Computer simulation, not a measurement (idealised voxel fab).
The process module that follows is named voxel self aligned vias.
It is cross-section cut that appears here, measuring 205 nm in width, its square cells being 5 nm in size.
The cross-sections in this document take the form of a grid made of square cells. They are written out as bands, in order from top to bottom. Each band consists of one or more rows of cells.
Look at the band entry: it leads with the top's height and the bottom's height in nm. Then it lists the materials left to right, with a width in nm for each. The word "throughout" on a single material says that material fills the band edge to edge. The word "empty" is empty space.
Zero point of the height axis is 0; under it, received wafer = one material. Lowest band: continues down indefinitely, "0 -> down".
A width given as "30..40" starts at the first number in the band's top row and ends at the second number in its bottom row, shifting by an equal amount at every step from row to row.
Basically "no modification" means that step didn't change any cell in the cross-section.
Voids not open to the top, 8 cells minimum: see "Trapped voids". Written width x height at distance; distance is from the left edge; nm.
Heads up: the bit after the settings on a step's line is the simulator's remark on that step.
overlay nm: on a step with a mask, how far right of its planned place the mask lay; negative means left.
The process steps that were planned are listed below:
1: RECEIVE | material Si
2: CONFORMAL_DEP | material SiO2 | thk nm 10
3: CONFORMAL_DEP | material SiCN | thk nm 5
4: DIRECTIONAL_DEP | material SiO2 | thk nm 25
5: PATTERN | tone open | mask id LINES | material resist | width nm 20 | pitch nm 65 | thk nm 20 | overlay nm 0
6: DIRECTIONAL_ETCH | etch materials SiO2 | depth nm 25
7: STRIP | etch materials resist
8: CONFORMAL_DEP | material TiN | thk nm 5
9: FILL_DEP | material W | thk nm 10
10: CMP | height nm 40
11: SELECTIVE_ETCH | etch materials W Ru TiN | depth nm 5
12: FILL_DEP | material SiN | thk nm 5
13: CMP | height nm 40
14: DIRECTIONAL_DEP | material SiO2 | thk nm 20
15: PATTERN | tone open | mask id VIAS | material resist | width nm 40 | pitch nm 130 | thk nm 20 | overlay nm 0
16: DIRECTIONAL_ETCH | etch materials SiO2 | depth nm 20
17: DIRECTIONAL_ETCH | etch materials SiN | depth nm 5
18: STRIP | etch materials resist
19: CONFORMAL_DEP | material TiN | thk nm 5
20: FILL_DEP | material Ru | thk nm 5
21: CMP | height nm 60
22: CONFORMAL_DEP | material SiN | thk nm 5
Step 1 complete: cross-section of the wafer as received:
	0 -> down  Si throughout
	Trapped voids: none
Here's the cross-section of the first of our two wafers at the end of the module - it ran as planned:
	65 -> 60  SiN throughout
	60 -> 45  15 nm SiO2, 5 nm TiN, 30 nm Ru, 5 nm TiN, 90 nm SiO2, 5 nm TiN, 30 nm Ru, 5 nm TiN, 20 nm SiO2
	45 -> 40  15 nm SiO2, 15 nm TiN, 10 nm Ru, 15 nm TiN, 90 nm SiO2, 15 nm TiN, 10 nm Ru, 15 nm TiN, 20 nm SiO2
	40 -> 35  25 nm SiO2, 20 nm TiN, 45 nm SiO2, 20 nm SiN, 45 nm SiO2, 20 nm TiN, 30 nm SiO2
	35 -> 20  25 nm SiO2, 5 nm TiN, 10 nm W, 5 nm TiN, 45 nm SiO2, 5 nm TiN, 10 nm W, 5 nm TiN, 45 nm SiO2, 5 nm TiN, 10 nm W, 5 nm TiN, 30 nm SiO2
	20 -> 15  25 nm SiO2, 20 nm TiN, 45 nm SiO2, 20 nm TiN, 45 nm SiO2, 20 nm TiN, 30 nm SiO2
	15 -> 10  SiCN throughout
	10 -> 0  SiO2 throughout
	0 -> down  Si throughout
	Trapped voids: none
The second wafer, shown in cross-section after the module: started the same way as the first and given the same plan, yet one mistake crept into how it was run:
	65 -> 60  SiN throughout
	60 -> 55  20 nm TiN, 30 nm Ru, 100 nm TiN, 30 nm Ru, 25 nm TiN
	55 -> 40  15 nm SiO2, 5 nm TiN, 30 nm Ru, 5 nm TiN, 90 nm SiO2, 5 nm TiN, 30 nm Ru, 5 nm TiN, 20 nm SiO2
	40 -> 35  15 nm SiO2, 40 nm TiN, 35 nm SiO2, 20 nm SiN, 35 nm SiO2, 40 nm TiN, 20 nm SiO2
	35 -> 20  25 nm SiO2, 5 nm TiN, 10 nm W, 5 nm TiN, 45 nm SiO2, 5 nm TiN, 10 nm W, 5 nm TiN, 45 nm SiO2, 5 nm TiN, 10 nm W, 5 nm TiN, 30 nm SiO2
	20 -> 15  25 nm SiO2, 20 nm TiN, 45 nm SiO2, 20 nm TiN, 45 nm SiO2, 20 nm TiN, 30 nm SiO2
	15 -> 10  SiCN throughout
	10 -> 0  SiO2 throughout
	0 -> down  Si throughout
	Trapped voids: none
Diagnosis: step 14 ran differently from the plan; actual operation with settings: DIRECTIONAL_DEP | material SiO2 | thk nm 15
The closing comparison, in cells, has the second wafer with more or fewer of some materials than the first: 8 more of Ru, 33 fewer of SiO2, 25 more of TiN
